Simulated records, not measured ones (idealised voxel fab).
The process module presented herein is designated voxel capacitor over wiring.
The figure presents cross-section cut, which has a width of 255 nm and is divided into square cells with an edge length of 5 nm.
We lay out every cross-section as a grid of square cells and spell it out in bands from the top down, where one band means one or more rows of cells.
What a band's entry tells you: where the top is and where the bottom is, as heights in nm, and after that what lies inside, material by material from left to right, each with its width in nm. Empty space is written as the word "empty", and a single material marked with the word "throughout" occupies the band from edge to edge.
We count height from 0. Below that, the starting wafer is all one material. The lowest band never ends at the bottom but goes on down; see "z 0 and below" for how that is written.
Per-row width for "30 to 40": begins at first number (top row of band), ends at second number (bottom row), increment between rows held constant.
You'll sometimes find "nothing was modified" written for a step, and that's the way of saying that nowhere in the cross-section did a cell change during that step.
In "Entrapped void list" the enclosed voids are listed, meaning empty spaces of 8 cells or larger without any opening to the top. The form is width x height at distance, distance from the left edge, units nm.
Past the settings on a step's line: simulator remark, on that step.
"overlay nm", when on a step's line for a step with a mask, measures how far to the right of its planned place the mask lay; a negative measure means to the left.

# The planned process steps are enumerated hereunder
| 1 | op RECEIVE | material Si |
| 2 | op CONFORMAL_DEP | material SiO2 | thk nm 15 |
| 3 | op DIRECTIONAL_DEP | material TiN | thk nm 5 |
| 4 | op DIRECTIONAL_DEP | material W | thk nm 20 |
| 5 | op MASKED_ETCH | tone cover | mask id METAL_1 | width nm 20 | pitch nm 85 | etch materials W | depth nm 20 | overlay nm 0 |
| 6 | op MASKED_ETCH | tone cover | mask id METAL_1 | width nm 20 | pitch nm 85 | etch materials TiN | depth nm 5 | overlay nm 0 |
| 7 | op FILL_DEP | material lowk | thk nm 5 |
| 8 | op CMP | height nm 40 |
| 9 | op CONFORMAL_DEP | material SiCN | thk nm 5 |
| 10 | op DIRECTIONAL_DEP | material lowk | thk nm 10 |
| 11 | op DIRECTIONAL_DEP | material aC | thk nm 10 |
| 12 | op PATTERN | tone open | mask id PLUG_1 | material resist | width nm 15 | thk nm 30 | overlay nm 0 |
| 13 | op DIRECTIONAL_ETCH | etch materials aC | depth nm 10 |
| 14 | op STRIP | etch materials resist |
| 15 | op DIRECTIONAL_ETCH | etch materials lowk | depth nm 10 |
| 16 | op DIRECTIONAL_ETCH | etch materials SiCN | depth nm 5 |
| 17 | op STRIP | etch materials aC |
| 18 | op EPI | material Ru | thk nm 10 |
| 19 | op EPI | material Ru | thk nm 5 |
| 20 | op DIRECTIONAL_DEP | material TiN | thk nm 10 |
| 21 | op DIRECTIONAL_DEP | material Al2O3 | thk nm 5 |
| 22 | op DIRECTIONAL_DEP | material TiN | thk nm 5 |
| 23 | op DIRECTIONAL_DEP | material aC | thk nm 10 |
| 24 | op PATTERN | tone cover | mask id UPPER_PLATE | material resist | width nm 70 | thk nm 25 | overlay nm 0 |
| 25 | op DIRECTIONAL_ETCH | etch materials aC | depth nm 10 |
| 26 | op STRIP | etch materials resist |
| 27 | op DIRECTIONAL_ETCH | etch materials TiN | depth nm 5 |
| 28 | op DIRECTIONAL_ETCH | etch materials Al2O3 | depth nm 5 |
| 29 | op STRIP | etch materials aC |
| 30 | op DIRECTIONAL_DEP | material aC | thk nm 15 |
| 31 | op PATTERN | tone cover | mask id LOWER_PLATE | material resist | width nm 80 | thk nm 35 | overlay nm 0 |
| 32 | op DIRECTIONAL_ETCH | etch materials aC | depth nm 15 |
| 33 | op STRIP | etch materials resist |
| 34 | op DIRECTIONAL_ETCH | etch materials TiN | depth nm 10 |
| 35 | op STRIP | etch materials aC |
| 36 | op FILL_DEP | material SiO2 | thk nm 15 |
| 37 | op CMP | height nm 85 |
| 38 | op MASKED_ETCH | tone open | mask id PLUG_2 | width nm 15 | etch materials SiO2 | depth nm 10 | overlay nm 0 |
| 39 | op CONFORMAL_DEP | material TiN | thk nm 5 |
| 40 | op FILL_DEP | material W | thk nm 5 |
| 41 | op CMP | height nm 85 |
| 42 | op CONFORMAL_DEP | material SiN | thk nm 5 |

# The cross-section here shows the wafer as received, i.e. in its state after step 1
  z 0 and below  Si throughout
  Entrapped void list: none

# Starting wafer: above. Plan: above. Run: one mistake. Cross-section after the module: below
  z 90 to 85  SiN throughout
  z 85 to 80  90 of SiO2  5 of TiN  5 of W  5 of TiN  150 of SiO2
  z 80 to 70  90 to 80 of SiO2  15 to 70 of TiN  150 to 105 of SiO2
  z 70 to 65  80 of SiO2  70 of Al2O3  105 of SiO2
  z 65 to 55  75 of SiO2  80 of TiN  100 of SiO2
  z 55 to 45  80 of lowk  15 of Ru  160 of lowk
  z 45 to 40  80 of SiCN  15 of Ru  160 of SiCN
  z 40 to 20  75 of lowk  20 of W  65 of lowk  20 of W  75 of lowk
  z 20 to 15  75 of lowk  30 of TiN  55 of lowk  30 of TiN  65 of lowk
  z 15 to 0  SiO2 throughout
  z 0 and below  Si throughout
  Entrapped void list: none
Diagnosis: off-plan run, step 6, actual operation and settings op MASKED_ETCH | tone cover | mask id METAL_1 | width nm 20 | pitch nm 85 | etch materials TiN | depth nm 5 | overlay nm 10
